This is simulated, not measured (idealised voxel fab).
voxel wiring stack: a process module
This is section cut - it's 225 nm across, gridded in 5 nm square cells.
In this document a cross-section is written as a grid of square cells. It is given as a series of bands, listed from the top down, and a band is one or more rows of cells. It is stipulated that each band's entry specify, in nanometres, the height of the top of the band and then that of its bottom, followed by the materials of the band in left-to-right sequence, each together with its width in nanometres. A single material marked by the word "all across" is understood to fill the band from edge to edge; the word "blank" is understood to denote empty space. Below 0: as-received wafer, all one material; heights counted from there. Lowest band: no bottom, goes on down, written "0 and below". Quick explanation for "30->40": the width changes in equal steps down the rows of cells, from the first number in the band's top row to the second number in its bottom row. "no alteration" -> step changed no cross-section cell. The label "Closed void catalog" introduces a list of the empty spaces, 8 cells or larger, that have no open way up to the top; each entry in it reads width x height at distance, where the distance is taken from the left edge and all three are stated in nm. What comes after the settings on a step's line is commentary from the simulator itself on that step. Regarding "overlay nm": on a step with a mask, it is the distance the mask lay to the right of its planned place; a negative value places it to the left.
BELOW IS THE LIST OF PLANNED PROCESS STEPS
1. RECEIVE, material Si
2. CONFORMAL_DEP, material SiO2, thk nm 15
3. DIRECTIONAL_DEP, material TiN, thk nm 5
4. DIRECTIONAL_DEP, material Ru, thk nm 25
5. PATTERN, tone cover, mask id METAL_1, material resist, width nm 25, pitch nm 40, thk nm 20, overlay nm 0
6. DIRECTIONAL_ETCH, etch materials Ru, depth nm 25
7. DIRECTIONAL_ETCH, etch materials TiN, depth nm 5
8. STRIP, etch materials resist
9. FILL_DEP, material SiO2, thk nm 5
10. CMP, height nm 45
11. CONFORMAL_DEP, material SiCN, thk nm 5
12. DIRECTIONAL_DEP, material SiO2, thk nm 30
13. PATTERN, tone open, mask id METAL_2_HOLES, material resist, width nm 15, pitch nm 40, thk nm 15, overlay nm 0
14. DIRECTIONAL_ETCH, etch materials SiO2, depth nm 30
15. STRIP, etch materials resist
16. DIRECTIONAL_DEP, material aC, thk nm 15
17. PATTERN, tone open, mask id METAL_2, material resist, width nm 25, pitch nm 40, thk nm 35, overlay nm 0
18. DIRECTIONAL_ETCH, etch materials aC, depth nm 15
19. STRIP, etch materials resist
20. DIRECTIONAL_ETCH, etch materials SiO2, depth nm 20
21. DIRECTIONAL_ETCH, etch materials SiCN, depth nm 5
22. STRIP, etch materials aC
23. CONFORMAL_DEP, material TiN, thk nm 5
24. FILL_DEP, material Ru, thk nm 10
25. CMP, height nm 80
26. CONFORMAL_DEP, material SiCN, thk nm 5
27. DIRECTIONAL_DEP, material SiO2, thk nm 35
28. MASKED_ETCH, tone open, mask id METAL_3_HOLES, width nm 15, etch materials SiO2, depth nm 35, overlay nm 0
29. DIRECTIONAL_DEP, material aC, thk nm 10
30. PATTERN, tone open, mask id METAL_3, material resist, width nm 25, pitch nm 40, thk nm 25, overlay nm 0
31. DIRECTIONAL_ETCH, etch materials aC, depth nm 10
32. STRIP, etch materials resist
33. DIRECTIONAL_ETCH, etch materials SiO2, depth nm 20
34. DIRECTIONAL_ETCH, etch materials SiCN, depth nm 5
35. STRIP, etch materials aC
36. CONFORMAL_DEP, material TiN, thk nm 5
37. FILL_DEP, material Cu, thk nm 10
38. CMP, height nm 120
39. CONFORMAL_DEP, material SiCN, thk nm 5
40. DIRECTIONAL_DEP, material SiO2, thk nm 25
41. PATTERN, tone open, mask id METAL_4_HOLES, material resist, width nm 15, thk nm 15, overlay nm 0
42. DIRECTIONAL_ETCH, etch materials SiO2, depth nm 25
43. STRIP, etch materials resist
44. MASKED_ETCH, tone open, mask id METAL_4, width nm 25, pitch nm 40, etch materials SiO2, depth nm 15, overlay nm 0
45. MASKED_ETCH, tone open, mask id METAL_4, width nm 25, pitch nm 40, etch materials SiCN, depth nm 5, overlay nm 0
46. CONFORMAL_DEP, material TiN, thk nm 5
47. FILL_DEP, material Ru, thk nm 10
48. CMP, height nm 150
49. CONFORMAL_DEP, material SiN, thk nm 5
WHAT FOLLOWS COVERS THE FIRST OF TWO WAFERS; IT RAN AS PLANNED
CROSS-SECTIONAL VIEW OF THE WAFER IN ITS AS-RECEIVED CONDITION, CORRESPONDING TO THE STATE AFTER STEP 1
	0 and below: Si all across
	Closed void catalog: none
STEP 2 COMPLETE: CROSS-SECTION THROUGH THE WAFER
	15 down to 0: SiO2 all across
	For the remainder of the cross-section, below 0, there is no change.
STEP 3 COMPLETE: CROSS-SECTION THROUGH THE WAFER
	20 down to 15: TiN all across
	For the remainder of the cross-section, below 15, there is no change.
STEP 4 COMPLETE: CROSS-SECTION THROUGH THE WAFER
	45 down to 20: Ru all across
	For the remainder of the cross-section, below 20, there is no change.
STEP 5 COMPLETE: CROSS-SECTION THROUGH THE WAFER
	65 down to 45: blank=80  resist=25  blank=15  resist=25  blank=80
	For the remainder of the cross-section, below 45, there is no change.
STEP 6 COMPLETE: CROSS-SECTION THROUGH THE WAFER
	65 down to 45: blank=80  resist=25  blank=15  resist=25  blank=80
	45 down to 20: blank=80  Ru=25  blank=15  Ru=25  blank=80
	For the remainder of the cross-section, below 20, there is no change.
STEP 7 COMPLETE: CROSS-SECTION THROUGH THE WAFER
	65 down to 45: blank=80  resist=25  blank=15  resist=25  blank=80
	45 down to 20: blank=80  Ru=25  blank=15  Ru=25  blank=80
	20 down to 15: blank=80  TiN=25  blank=15  TiN=25  blank=80
	For the remainder of the cross-section, below 15, there is no change.
STEP 8 COMPLETE: CROSS-SECTION THROUGH THE WAFER
	45 down to 20: blank=80  Ru=25  blank=15  Ru=25  blank=80
	For the remainder of the cross-section, below 20, there is no change.
STEP 9 COMPLETE: CROSS-SECTION THROUGH THE WAFER
	50 down to 45: SiO2 all across
	45 down to 20: SiO2=80  Ru=25  SiO2=15  Ru=25  SiO2=80
	20 down to 15: SiO2=80  TiN=25  SiO2=15  TiN=25  SiO2=80
	For the remainder of the cross-section, below 15, there is no change.
STEP 10 COMPLETE: CROSS-SECTION THROUGH THE WAFER
	45 down to 20: SiO2=80  Ru=25  SiO2=15  Ru=25  SiO2=80
	For the remainder of the cross-section, below 20, there is no change.
STEP 11 COMPLETE: CROSS-SECTION THROUGH THE WAFER
	50 down to 45: SiCN all across
	For the remainder of the cross-section, below 45, there is no change.
STEP 12 COMPLETE: CROSS-SECTION THROUGH THE WAFER
	80 down to 50: SiO2 all across
	For the remainder of the cross-section, below 50, there is no change.
STEP 13 COMPLETE: CROSS-SECTION THROUGH THE WAFER
	95 down to 80: resist=80  blank=15  resist=25  blank=15  resist=90
	For the remainder of the cross-section, below 80, there is no change.
STEP 14 COMPLETE: CROSS-SECTION THROUGH THE WAFER
	95 down to 80: resist=80  blank=15  resist=25  blank=15  resist=90
	80 down to 50: SiO2=80  blank=15  SiO2=25  blank=15  SiO2=90
	For the remainder of the cross-section, below 50, there is no change.
STEP 15 COMPLETE: CROSS-SECTION THROUGH THE WAFER
	80 down to 50: SiO2=80  blank=15  SiO2=25  blank=15  SiO2=90
	For the remainder of the cross-section, below 50, there is no change.
STEP 16 COMPLETE: CROSS-SECTION THROUGH THE WAFER
	95 down to 80: aC=80  blank=15  aC=25  blank=15  aC=90
	80 down to 65: SiO2=80  blank=15  SiO2=25  blank=15  SiO2=90
	65 down to 50: SiO2=80  aC=15  SiO2=25  aC=15  SiO2=90
	For the remainder of the cross-section, below 50, there is no change.
STEP 17 COMPLETE: CROSS-SECTION THROUGH THE WAFER
	130 down to 95: resist=80  blank=25  resist=15  blank=25  resist=80
	For the remainder of the cross-section, below 95, there is no change.
STEP 18 COMPLETE: CROSS-SECTION THROUGH THE WAFER
	115 down to 95: resist=80  blank=25  resist=15  blank=25  resist=80
	95 down to 80: aC=80  blank=25  aC=15  blank=25  aC=80
	80 down to 50: SiO2=80  blank=15  SiO2=25  blank=15  SiO2=90
	For the remainder of the cross-section, below 50, there is no change.
STEP 19 COMPLETE: CROSS-SECTION THROUGH THE WAFER
	95 down to 80: aC=80  blank=25  aC=15  blank=25  aC=80
	For the remainder of the cross-section, below 80, there is no change.
STEP 20 COMPLETE: CROSS-SECTION THROUGH THE WAFER
	95 down to 80: aC=80  blank=25  aC=15  blank=25  aC=80
	80 down to 60: SiO2=80  blank=25  SiO2=15  blank=25  SiO2=80
	For the remainder of the cross-section, below 60, there is no change.
STEP 21 COMPLETE: CROSS-SECTION THROUGH THE WAFER
	95 down to 80: aC=80  blank=25  aC=15  blank=25  aC=80
	80 down to 60: SiO2=80  blank=25  SiO2=15  blank=25  SiO2=80
	60 down to 50: SiO2=80  blank=15  SiO2=25  blank=15  SiO2=90
	50 down to 45: SiCN=80  blank=15  SiCN=25  blank=15  SiCN=90
	For the remainder of the cross-section, below 45, there is no change.
STEP 22 COMPLETE: CROSS-SECTION THROUGH THE WAFER
	80 down to 60: SiO2=80  blank=25  SiO2=15  blank=25  SiO2=80
	For the remainder of the cross-section, below 60, there is no change.
STEP 23 COMPLETE: CROSS-SECTION THROUGH THE WAFER
	85 down to 80: TiN=85  blank=15  TiN=25  blank=15  TiN=85
	80 down to 65: SiO2=80  TiN=5  blank=15  TiN=5  SiO2=15  TiN=5  blank=15  TiN=5  SiO2=80
	65 down to 60: SiO2=80  TiN=5  blank=5  TiN=15  SiO2=15  TiN=5  blank=5  TiN=15  SiO2=80
	60 down to 50: SiO2=80  TiN=5  blank=5  TiN=5  SiO2=25  TiN=5  blank=5  TiN=5  SiO2=90
	50 down to 45: SiCN=80  TiN=15  SiCN=25  TiN=15  SiCN=90
	For the remainder of the cross-section, below 45, there is no change.
STEP 24 COMPLETE: CROSS-SECTION THROUGH THE WAFER
	95 down to 85: Ru all across
	85 down to 80: TiN=85  Ru=15  TiN=25  Ru=15  TiN=85
	80 down to 65: SiO2=80  TiN=5  Ru=15  TiN=5  SiO2=15  TiN=5  Ru=15  TiN=5  SiO2=80
	65 down to 60: SiO2=80  TiN=5  Ru=5  TiN=15  SiO2=15  TiN=5  Ru=5  TiN=15  SiO2=80
	60 down to 50: SiO2=80  TiN=5  Ru=5  TiN=5  SiO2=25  TiN=5  Ru=5  TiN=5  SiO2=90
	For the remainder of the cross-section, below 50, there is no change.
STEP 25 COMPLETE: CROSS-SECTION THROUGH THE WAFER
	80 down to 65: SiO2=80  TiN=5  Ru=15  TiN=5  SiO2=15  TiN=5  Ru=15  TiN=5  SiO2=80
	For the remainder of the cross-section, below 65, there is no change.
STEP 26 COMPLETE: CROSS-SECTION THROUGH THE WAFER
	85 down to 80: SiCN all across
	For the remainder of the cross-section, below 80, there is no change.
STEP 27 COMPLETE: CROSS-SECTION THROUGH THE WAFER
	120 down to 85: SiO2 all across
	For the remainder of the cross-section, below 85, there is no change.
STEP 28 COMPLETE: CROSS-SECTION THROUGH THE WAFER
	120 down to 85: SiO2=80  blank=15  SiO2=130
	For the remainder of the cross-section, below 85, there is no change.
STEP 29 COMPLETE: CROSS-SECTION THROUGH THE WAFER
	130 down to 120: aC=80  blank=15  aC=130
	120 down to 95: SiO2=80  blank=15  SiO2=130
	95 down to 85: SiO2=80  aC=15  SiO2=130
	For the remainder of the cross-section, below 85, there is no change.
STEP 30 COMPLETE: CROSS-SECTION THROUGH THE WAFER
	155 down to 130: resist=80  blank=25  resist=15  blank=25  resist=80
	For the remainder of the cross-section, below 130, there is no change.
STEP 31 COMPLETE: CROSS-SECTION THROUGH THE WAFER
	145 down to 130: resist=80  blank=25  resist=15  blank=25  resist=80
	130 down to 120: aC=80  blank=25  aC=15  blank=25  aC=80
	120 down to 85: SiO2=80  blank=15  SiO2=130
	For the remainder of the cross-section, below 85, there is no change.
STEP 32 COMPLETE: CROSS-SECTION THROUGH THE WAFER
	130 down to 120: aC=80  blank=25  aC=15  blank=25  aC=80
	For the remainder of the cross-section, below 120, there is no change.
STEP 33 COMPLETE: CROSS-SECTION THROUGH THE WAFER
	130 down to 120: aC=80  blank=25  aC=15  blank=25  aC=80
	120 down to 100: SiO2=80  blank=25  SiO2=15  blank=25  SiO2=80
	For the remainder of the cross-section, below 100, there is no change.
STEP 34 COMPLETE: CROSS-SECTION THROUGH THE WAFER
	130 down to 120: aC=80  blank=25  aC=15  blank=25  aC=80
	120 down to 100: SiO2=80  blank=25  SiO2=15  blank=25  SiO2=80
	100 down to 85: SiO2=80  blank=15  SiO2=130
	85 down to 80: SiCN=80  blank=15  SiCN=130
	For the remainder of the cross-section, below 80, there is no change.
STEP 35 COMPLETE: CROSS-SECTION THROUGH THE WAFER
	120 down to 100: SiO2=80  blank=25  SiO2=15  blank=25  SiO2=80
	For the remainder of the cross-section, below 100, there is no change.
STEP 36 COMPLETE: CROSS-SECTION THROUGH THE WAFER
	125 down to 120: TiN=85  blank=15  TiN=25  blank=15  TiN=85
	120 down to 105: SiO2=80  TiN=5  blank=15  TiN=5  SiO2=15  TiN=5  blank=15  TiN=5  SiO2=80
	105 down to 100: SiO2=80  TiN=5  blank=5  TiN=15  SiO2=15  TiN=25  SiO2=80
	100 down to 85: SiO2=80  TiN=5  blank=5  TiN=5  SiO2=130
	85 down to 80: SiCN=80  TiN=15  SiCN=130
	For the remainder of the cross-section, below 80, there is no change.
STEP 37 COMPLETE: CROSS-SECTION THROUGH THE WAFER
	135 down to 125: Cu all across
	125 down to 120: TiN=85  Cu=15  TiN=25  Cu=15  TiN=85
	120 down to 105: SiO2=80  TiN=5  Cu=15  TiN=5  SiO2=15  TiN=5  Cu=15  TiN=5  SiO2=80
	105 down to 100: SiO2=80  TiN=5  Cu=5  TiN=15  SiO2=15  TiN=25  SiO2=80
	100 down to 85: SiO2=80  TiN=5  Cu=5  TiN=5  SiO2=130
	For the remainder of the cross-section, below 85, there is no change.
STEP 38 COMPLETE: CROSS-SECTION THROUGH THE WAFER
	120 down to 105: SiO2=80  TiN=5  Cu=15  TiN=5  SiO2=15  TiN=5  Cu=15  TiN=5  SiO2=80
	For the remainder of the cross-section, below 105, there is no change.
STEP 39 COMPLETE: CROSS-SECTION THROUGH THE WAFER
	125 down to 120: SiCN all across
	For the remainder of the cross-section, below 120, there is no change.
STEP 40 COMPLETE: CROSS-SECTION THROUGH THE WAFER
	150 down to 125: SiO2 all across
	For the remainder of the cross-section, below 125, there is no change.
STEP 41 COMPLETE: CROSS-SECTION THROUGH THE WAFER
	165 down to 150: resist=80  blank=15  resist=130
	For the remainder of the cross-section, below 150, there is no change.
STEP 42 COMPLETE: CROSS-SECTION THROUGH THE WAFER
	165 down to 150: resist=80  blank=15  resist=130
	150 down to 125: SiO2=80  blank=15  SiO2=130
	For the remainder of the cross-section, below 125, there is no change.
STEP 43 COMPLETE: CROSS-SECTION THROUGH THE WAFER
	150 down to 125: SiO2=80  blank=15  SiO2=130
	For the remainder of the cross-section, below 125, there is no change.
STEP 44 COMPLETE: CROSS-SECTION THROUGH THE WAFER
	150 down to 135: SiO2=80  blank=25  SiO2=15  blank=25  SiO2=80
	For the remainder of the cross-section, below 135, there is no change.
STEP 45 COMPLETE: CROSS-SECTION THROUGH THE WAFER
	150 down to 135: SiO2=80  blank=25  SiO2=15  blank=25  SiO2=80
	135 down to 125: SiO2=80  blank=15  SiO2=130
	125 down to 120: SiCN=80  blank=15  SiCN=130
	For the remainder of the cross-section, below 120, there is no change.
STEP 46 COMPLETE: CROSS-SECTION THROUGH THE WAFER
	155 down to 150: TiN=85  blank=15  TiN=25  blank=15  TiN=85
	150 down to 140: SiO2=80  TiN=5  blank=15  TiN=5  SiO2=15  TiN=5  blank=15  TiN=5  SiO2=80
	140 down to 135: SiO2=80  TiN=5  blank=5  TiN=15  SiO2=15  TiN=25  SiO2=80
	135 down to 125: SiO2=80  TiN=5  blank=5  TiN=5  SiO2=130
	125 down to 120: SiCN=80  TiN=15  SiCN=130
	For the remainder of the cross-section, below 120, there is no change.
STEP 47 COMPLETE: CROSS-SECTION THROUGH THE WAFER
	165 down to 155: Ru all across
	155 down to 150: TiN=85  Ru=15  TiN=25  Ru=15  TiN=85
	150 down to 140: SiO2=80  TiN=5  Ru=15  TiN=5  SiO2=15  TiN=5  Ru=15  TiN=5  SiO2=80
	140 down to 135: SiO2=80  TiN=5  Ru=5  TiN=15  SiO2=15  TiN=25  SiO2=80
	135 down to 125: SiO2=80  TiN=5  Ru=5  TiN=5  SiO2=130
	For the remainder of the cross-section, below 125, there is no change.
STEP 48 COMPLETE: CROSS-SECTION THROUGH THE WAFER
	150 down to 140: SiO2=80  TiN=5  Ru=15  TiN=5  SiO2=15  TiN=5  Ru=15  TiN=5  SiO2=80
	For the remainder of the cross-section, below 140, there is no change.
STEP 49 COMPLETE: CROSS-SECTION THROUGH THE WAFER
	155 down to 150: SiN all across
	For the remainder of the cross-section, below 150, there is no change.
WAFER TWO OF THE PAIR: SAME ORIGIN, SAME PLAN, ONE ERROR DURING THE RUN; IDENTICAL TO WAFER ONE UP TO AND INCLUDING STEP 39
SECOND WAFER PROFILE IN SECTION, AT THE MOMENT STEP 40 OF THE PLAN WAS MEANT TO BE COMPLETE
	175 down to 125: SiO2 all across
	For the remainder of the cross-section, below 125, there is no change.
SECOND WAFER PROFILE IN SECTION, AT THE MOMENT STEP 41 OF THE PLAN WAS MEANT TO BE COMPLETE
	190 down to 175: resist=80  blank=15  resist=130
	For the remainder of the cross-section, below 175, there is no change.
SECOND WAFER PROFILE IN SECTION, AT THE MOMENT STEP 42 OF THE PLAN WAS MEANT TO BE COMPLETE
	190 down to 175: resist=80  blank=15  resist=130
	175 down to 150: SiO2=80  blank=15  SiO2=130
	For the remainder of the cross-section, below 150, there is no change.
SECOND WAFER PROFILE IN SECTION, AT THE MOMENT STEP 43 OF THE PLAN WAS MEANT TO BE COMPLETE
	175 down to 150: SiO2=80  blank=15  SiO2=130
	For the remainder of the cross-section, below 150, there is no change.
SECOND WAFER PROFILE IN SECTION, AT THE MOMENT STEP 44 OF THE PLAN WAS MEANT TO BE COMPLETE
	175 down to 160: SiO2=80  blank=25  SiO2=15  blank=25  SiO2=80
	160 down to 135: SiO2=80  blank=15  SiO2=130
	For the remainder of the cross-section, below 135, there is no change.
Second wafer profile in section, at the moment step 45 of the plan was meant to be complete: no alteration
SECOND WAFER PROFILE IN SECTION, AT THE MOMENT STEP 46 OF THE PLAN WAS MEANT TO BE COMPLETE
	180 down to 175: TiN=85  blank=15  TiN=25  blank=15  TiN=85
	175 down to 165: SiO2=80  TiN=5  blank=15  TiN=5  SiO2=15  TiN=5  blank=15  TiN=5  SiO2=80
	165 down to 160: SiO2=80  TiN=5  blank=5  TiN=15  SiO2=15  TiN=25  SiO2=80
	160 down to 140: SiO2=80  TiN=5  blank=5  TiN=5  SiO2=130
	140 down to 135: SiO2=80  TiN=15  SiO2=130
	For the remainder of the cross-section, below 135, there is no change.
SECOND WAFER PROFILE IN SECTION, AT THE MOMENT STEP 47 OF THE PLAN WAS MEANT TO BE COMPLETE
	190 down to 180: Ru all across
	180 down to 175: TiN=85  Ru=15  TiN=25  Ru=15  TiN=85
	175 down to 165: SiO2=80  TiN=5  Ru=15  TiN=5  SiO2=15  TiN=5  Ru=15  TiN=5  SiO2=80
	165 down to 160: SiO2=80  TiN=5  Ru=5  TiN=15  SiO2=15  TiN=25  SiO2=80
	160 down to 140: SiO2=80  TiN=5  Ru=5  TiN=5  SiO2=130
	For the remainder of the cross-section, below 140, there is no change.
SECOND WAFER PROFILE IN SECTION, AT THE MOMENT STEP 48 OF THE PLAN WAS MEANT TO BE COMPLETE
	150 down to 140: SiO2=80  TiN=5  Ru=5  TiN=5  SiO2=130
	For the remainder of the cross-section, below 140, there is no change.
SECOND WAFER PROFILE IN SECTION, AT THE MOMENT STEP 49 OF THE PLAN WAS MEANT TO BE COMPLETE
	155 down to 150: SiN all across
	For the remainder of the cross-section, below 150, there is no change.
Run error: regarding the plan, step 40 was run twice
Heads up, by the end the second wafer has more or fewer cells of some materials compared to the first: Ru -13; SiCN +3; SiO2 +27; TiN -17
